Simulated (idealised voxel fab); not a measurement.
The name of this process module is voxel plated lines.
Cross-section cut spans 225 nm and uses square cells 5 nm in size.
Think of the cross-section as a grid of square cells. We describe it in bands, top to bottom, and each band covers one or more rows of those cells.
For a band, the entry starts with two heights in nm, that of the top and then that of the bottom, and carries on with the band's materials in order from left to right, each alongside its width in nm; the word "all across" beside a single material means it fills the band edge to edge, and "empty" means empty space.
Height 0 is the level under which the wafer as received is all one material. The lowest band goes on downwards, as in "from 0 down".
So if you see something like "30..40" for the width, read it as the top row of the band sitting at the first number and the bottom row at the second, with every row in between moving by the same amount as the last.
"everything unchanged" (step): cross-section cells unchanged, all of them.
In "Enclosed void catalog" the enclosed voids are listed, meaning empty spaces of 8 cells or larger without any opening to the top. The form is width x height at distance, distance from the left edge, units nm.
If you see something after the settings on a step's line, that's the simulator's own remark about that step.
Regarding "overlay nm": on a step with a mask, it is the distance the mask lay to the right of its planned place; a negative value places it to the left.
Process steps (planned)
1) RECEIVE | material Si
2) CONFORMAL_DEP | material SiO2 | thk nm 5
3) DIRECTIONAL_DEP | material TiN | thk nm 5
4) PATTERN | tone open | mask id LINES | material resist | width nm 30 | pitch nm 45 | thk nm 30 | overlay nm 0
5) EPI | material Ru | thk nm 10
6) EPI | material Ru | thk nm 10
7) STRIP | etch materials resist
8) DIRECTIONAL_ETCH | etch materials TiN | depth nm 5
9) CONFORMAL_DEP | material SiN | thk nm 10
As received (post step 1): cross-section
from 0 down  Si all across
Enclosed void catalog: none
This is how the wafer looks in cross-section once the module is done, given the starting state and plan above and one mistake in carrying the plan out
from 30 to 10  empty (50), Ru (30), empty (15), Ru (30), empty (15), Ru (30), empty (55)
from 10 to 5  empty (50), TiN (30), empty (15), TiN (30), empty (15), TiN (30), empty (55)
from 5 to 0  SiO2 all across
from 0 down  Si all across
Enclosed void catalog: none
The mistake made against the process plan was this: step 9 in the plan did not get run; it was skipped
